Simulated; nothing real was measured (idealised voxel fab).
Proc. module: voxel double patterning
Cross-section cut: width 220 nm, square cells of 5 nm.
The cross-sections in this document take the form of a grid made of square cells. They are written out as bands, in order from top to bottom. Each band consists of one or more rows of cells.
What a band's entry tells you: where the top is and where the bottom is, as heights in nm, and after that what lies inside, material by material from left to right, each with its width in nm. Empty space is written as the word "empty", and a single material marked with the word "full width" occupies the band from edge to edge.
For the purposes of this specification, 0 denotes the height below which the wafer in its as-received condition is composed wholly of one material, and the lowermost band, lacking a lower limit, extends downward without end, as expressed in "0 -> down".
Width "30->40": first value at the band's top row of cells, second value at its bottom row, equal change from row to row.
When a step is marked "no modification", none of the cells in the cross-section changed during that step.
Voids not open to the top, 8 cells minimum: see "Enclosed cavity list". Written width x height at distance; distance is from the left edge; nm.
Formally, on a step line, whatever follows the settings is a remark that the simulator itself makes on the step.
When a step includes a mask, the "overlay nm" setting on its line states how far to the right of its planned place that mask lay, and negative values state how far to the left.
-- The steps planned for the process are as follows
step 1: RECEIVE | material Si
step 2: CONFORMAL_DEP | material SiO2 | thk nm 10
step 3: DIRECTIONAL_DEP | material TiN | thk nm 20
step 4: DIRECTIONAL_DEP | material SiCN | thk nm 5
step 5: MASKED_ETCH | tone open | mask id FIRST | width nm 15 | pitch nm 50 | etch materials SiCN | depth nm 5 | overlay nm 0
step 6: DIRECTIONAL_DEP | material aC | thk nm 15
step 7: PATTERN | tone open | mask id SECOND | material resist | width nm 15 | pitch nm 50 | thk nm 35 | overlay nm 0
step 8: DIRECTIONAL_ETCH | etch materials aC | depth nm 15
step 9: STRIP | etch materials resist
step 10: DIRECTIONAL_ETCH | etch materials SiCN | depth nm 5
step 11: STRIP | etch materials aC
step 12: DIRECTIONAL_ETCH | etch materials TiN | depth nm 20
step 13: STRIP | etch materials SiCN
-- The first wafer of two, processed as planned
-- Incoming wafer, cross-sectional view, post step 1
> 0 -> down: Si full width
> Enclosed cavity list: none
-- After step 2: wafer cross-section
> 10 -> 0: SiO2 full width
> Whatever lies below 0 is exactly as it was before.
-- After step 3: wafer cross-section
> 30 -> 10: TiN full width
> Whatever lies below 10 is exactly as it was before.
-- After step 4: wafer cross-section
> 35 -> 30: SiCN full width
> Whatever lies below 30 is exactly as it was before.
-- After step 5: wafer cross-section
> 35 -> 30: SiCN (50) | empty (15) | SiCN (35) | empty (15) | SiCN (35) | empty (15) | SiCN (55)
> Whatever lies below 30 is exactly as it was before.
-- After step 6: wafer cross-section
> 50 -> 45: aC (50) | empty (15) | aC (35) | empty (15) | aC (35) | empty (15) | aC (55)
> 45 -> 35: aC full width
> 35 -> 30: SiCN (50) | aC (15) | SiCN (35) | aC (15) | SiCN (35) | aC (15) | SiCN (55)
> Whatever lies below 30 is exactly as it was before.
-- After step 7: wafer cross-section
> 85 -> 50: resist (75) | empty (15) | resist (35) | empty (15) | resist (80)
> 50 -> 45: aC (50) | resist (15) | aC (35) | resist (15) | aC (35) | resist (15) | aC (55)
> Whatever lies below 45 is exactly as it was before.
-- After step 8: wafer cross-section
> 70 -> 50: resist (75) | empty (15) | resist (35) | empty (15) | resist (80)
> 50 -> 45: aC (50) | resist (15) | aC (10) | empty (15) | aC (10) | resist (15) | aC (10) | empty (15) | aC (10) | resist (15) | aC (55)
> 45 -> 35: aC (75) | empty (15) | aC (35) | empty (15) | aC (80)
> Whatever lies below 35 is exactly as it was before.
-- After step 9: wafer cross-section
> 50 -> 45: aC (50) | empty (15) | aC (10) | empty (15) | aC (10) | empty (15) | aC (10) | empty (15) | aC (10) | empty (15) | aC (55)
> Whatever lies below 45 is exactly as it was before.
-- After step 10: wafer cross-section
> 50 -> 45: aC (50) | empty (15) | aC (10) | empty (15) | aC (10) | empty (15) | aC (10) | empty (15) | aC (10) | empty (15) | aC (55)
> 45 -> 35: aC (75) | empty (15) | aC (35) | empty (15) | aC (80)
> 35 -> 30: SiCN (50) | aC (15) | SiCN (10) | empty (15) | SiCN (10) | aC (15) | SiCN (10) | empty (15) | SiCN (10) | aC (15) | SiCN (55)
> Whatever lies below 30 is exactly as it was before.
-- After step 11: wafer cross-section
> 35 -> 30: SiCN (50) | empty (15) | SiCN (10) | empty (15) | SiCN (10) | empty (15) | SiCN (10) | empty (15) | SiCN (10) | empty (15) | SiCN (55)
> Whatever lies below 30 is exactly as it was before.
-- After step 12: wafer cross-section
> 35 -> 30: SiCN (50) | empty (15) | SiCN (10) | empty (15) | SiCN (10) | empty (15) | SiCN (10) | empty (15) | SiCN (10) | empty (15) | SiCN (55)
> 30 -> 10: TiN (50) | empty (15) | TiN (10) | empty (15) | TiN (10) | empty (15) | TiN (10) | empty (15) | TiN (10) | empty (15) | TiN (55)
> Whatever lies below 10 is exactly as it was before.
-- After step 13: wafer cross-section
> 30 -> 10: TiN (50) | empty (15) | TiN (10) | empty (15) | TiN (10) | empty (15) | TiN (10) | empty (15) | TiN (10) | empty (15) | TiN (55)
> Whatever lies below 10 is exactly as it was before.
-- Second wafer: same start and same plan as the first, one execution error; identical to the first through step 4
-- Cross-section of the second wafer at the time step 5 of the plan should have ended
> 35 -> 30: SiCN (50) | empty (20) | SiCN (30) | empty (20) | SiCN (30) | empty (20) | SiCN (50)
> Whatever lies below 30 is exactly as it was before.
-- Cross-section of the second wafer at the time step 6 of the plan should have ended
> 50 -> 45: aC (50) | empty (20) | aC (30) | empty (20) | aC (30) | empty (20) | aC (50)
> 45 -> 35: aC full width
> 35 -> 30: SiCN (50) | aC (20) | SiCN (30) | aC (20) | SiCN (30) | aC (20) | SiCN (50)
> Whatever lies below 30 is exactly as it was before.
-- Cross-section of the second wafer at the time step 7 of the plan should have ended
> 85 -> 50: resist (75) | empty (15) | resist (35) | empty (15) | resist (80)
> 50 -> 45: aC (50) | resist (20) | aC (30) | resist (20) | aC (30) | resist (20) | aC (50)
> Whatever lies below 45 is exactly as it was before.
-- Cross-section of the second wafer at the time step 8 of the plan should have ended
> 70 -> 50: resist (75) | empty (15) | resist (35) | empty (15) | resist (80)
> 50 -> 45: aC (50) | resist (20) | aC (5) | empty (15) | aC (10) | resist (20) | aC (5) | empty (15) | aC (10) | resist (20) | aC (50)
> 45 -> 35: aC (75) | empty (15) | aC (35) | empty (15) | aC (80)
> Whatever lies below 35 is exactly as it was before.
-- Cross-section of the second wafer at the time step 9 of the plan should have ended
> 50 -> 45: aC (50) | empty (20) | aC (5) | empty (15) | aC (10) | empty (20) | aC (5) | empty (15) | aC (10) | empty (20) | aC (50)
> Whatever lies below 45 is exactly as it was before.
-- Cross-section of the second wafer at the time step 10 of the plan should have ended
> 50 -> 45: aC (50) | empty (20) | aC (5) | empty (15) | aC (10) | empty (20) | aC (5) | empty (15) | aC (10) | empty (20) | aC (50)
> 45 -> 35: aC (75) | empty (15) | aC (35) | empty (15) | aC (80)
> 35 -> 30: SiCN (50) | aC (20) | SiCN (5) | empty (15) | SiCN (10) | aC (20) | SiCN (5) | empty (15) | SiCN (10) | aC (20) | SiCN (50)
> Whatever lies below 30 is exactly as it was before.
-- Cross-section of the second wafer at the time step 11 of the plan should have ended
> 35 -> 30: SiCN (50) | empty (20) | SiCN (5) | empty (15) | SiCN (10) | empty (20) | SiCN (5) | empty (15) | SiCN (10) | empty (20) | SiCN (50)
> Whatever lies below 30 is exactly as it was before.
-- Cross-section of the second wafer at the time step 12 of the plan should have ended
> 35 -> 30: SiCN (50) | empty (20) | SiCN (5) | empty (15) | SiCN (10) | empty (20) | SiCN (5) | empty (15) | SiCN (10) | empty (20) | SiCN (50)
> 30 -> 10: TiN (50) | empty (20) | TiN (5) | empty (15) | TiN (10) | empty (20) | TiN (5) | empty (15) | TiN (10) | empty (20) | TiN (50)
> Whatever lies below 10 is exactly as it was before.
-- Cross-section of the second wafer at the time step 13 of the plan should have ended
> 30 -> 10: TiN (50) | empty (20) | TiN (5) | empty (15) | TiN (10) | empty (20) | TiN (5) | empty (15) | TiN (10) | empty (20) | TiN (50)
> Whatever lies below 10 is exactly as it was before.
What was done differently from what was planned? step 5 ran differently from the plan; actual operation with settings: MASKED_ETCH | tone open | mask id FIRST | width nm 20 | pitch nm 50 | etch materials SiCN | depth nm 5 | overlay nm 0
Upon completion, the second wafer contains, in terms of cells, a greater or smaller amount of certain materials than the first wafer: -12 TiN
